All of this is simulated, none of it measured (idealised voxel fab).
Process module under the name voxel ribs on slabs
It is cross-section cut that appears here, measuring 180 nm in width, its square cells being 5 nm in size.
Cross-section format: a grid of square cells, given as bands from top to bottom; each band is one or more rows of cells. Heights first: top, then bottom, in nm. Then materials, left to right, each with a width in nm. "edge to edge" on a single material: fills the band edge to edge. "air": empty space. It should be noted that heights are counted from 0, beneath which the wafer as supplied is of one material throughout, and that the lowest band possesses no lower boundary but continues downward, as written in "0 down". Top row gets the first number, bottom row gets the second, and each row in between changes by the same step: that is how a band width like "30 to 40" works. When a step is marked "no alteration", none of the cells in the cross-section changed during that step. "Cavities, sealed": empty spaces of 8 cells or more with no open way to the top, each given as width x height at distance, distance from the left edge, all in nm. Formally, on a step line, whatever follows the settings is a remark that the simulator itself makes on the step. "overlay nm" on a masked step: distance the mask lay right of its planned place, negative for left.
The process steps that were planned are listed below
| 1 | RECEIVE [material Si] |
| 2 | DIRECTIONAL_DEP [material SiO2] [thk nm 25] |
| 3 | DIRECTIONAL_DEP [material polySi] [thk nm 15] |
| 4 | DIRECTIONAL_DEP [material aC] [thk nm 5] |
| 5 | PATTERN [tone cover] [mask id RIB] [material resist] [width nm 20] [thk nm 30] [overlay nm 0] |
| 6 | DIRECTIONAL_ETCH [etch materials aC] [depth nm 10] |
| 7 | STRIP [etch materials resist] |
| 8 | DIRECTIONAL_ETCH [etch materials polySi] [depth nm 10] |
| 9 | STRIP [etch materials aC] |
| 10 | PATTERN [tone cover] [mask id SLAB] [material resist] [width nm 70] [thk nm 15] [overlay nm 0] |
| 11 | DIRECTIONAL_ETCH [etch materials polySi] [depth nm 5] |
| 12 | STRIP [etch materials resist] |
| 13 | FILL_DEP [material SiO2] [thk nm 25] |
| 14 | CMP [height nm 55] |
| 15 | DIRECTIONAL_DEP [material TiN] [thk nm 10] |
| 16 | PATTERN [tone cover] [mask id HEATER] [material resist] [width nm 30] [thk nm 15] [overlay nm 0] |
| 17 | DIRECTIONAL_ETCH [etch materials TiN] [depth nm 10] |
| 18 | STRIP [etch materials resist] |
| 19 | CONFORMAL_DEP [material SiN] [thk nm 5] |
The plan shows the thk nm of step 4 as the first wafer had it; this setting differs between the wafers, which start out alike.
Cross-sectional view of the first of several wafers in the as-received condition, corresponding to the state following step 1
	0 down  Si edge to edge
	Cavities, sealed: none
Module finished, last step 19 done: cross-section of the first of several wafers
	70 to 65  air 70 nm, then SiN 40 nm, then air 70 nm
	65 to 60  air 70 nm, then SiN 5 nm, then TiN 30 nm, then SiN 5 nm, then air 70 nm
	60 to 55  SiN 75 nm, then TiN 30 nm, then SiN 75 nm
	55 to 40  SiO2 edge to edge
	40 to 30  SiO2 80 nm, then polySi 20 nm, then SiO2 80 nm
	30 to 25  SiO2 55 nm, then polySi 70 nm, then SiO2 55 nm
	25 to 0  SiO2 edge to edge
	0 down  Si edge to edge
	Cavities, sealed: none
Last wafer at the end
	70 to 65  air 70 nm, then SiN 40 nm, then air 70 nm
	65 to 60  air 70 nm, then SiN 5 nm, then TiN 30 nm, then SiN 5 nm, then air 70 nm
	60 to 55  SiN 75 nm, then TiN 30 nm, then SiN 75 nm
	55 to 40  SiO2 edge to edge
	40 to 35  SiO2 55 nm, then polySi 70 nm, then SiO2 55 nm
	35 to 25  polySi edge to edge
	25 to 0  SiO2 edge to edge
	0 down  Si edge to edge
	Cavities, sealed: none
Wafer rows, end of module: cells per material gained (+) or lost (-) since receipt; closed voids last
thk nm 5; +40 SiN; +374 SiO2; +12 TiN; +22 polySi; Cavities, sealed: none
thk nm 10; +40 SiN; +374 SiO2; +12 TiN; +22 polySi; Cavities, sealed: none
thk nm 15; +40 SiN; +310 SiO2; +12 TiN; +86 polySi; Cavities, sealed: none
thk nm 20; +40 SiN; +310 SiO2; +12 TiN; +86 polySi; Cavities, sealed: none
thk nm 25; +40 SiN; +310 SiO2; +12 TiN; +86 polySi; Cavities, sealed: none
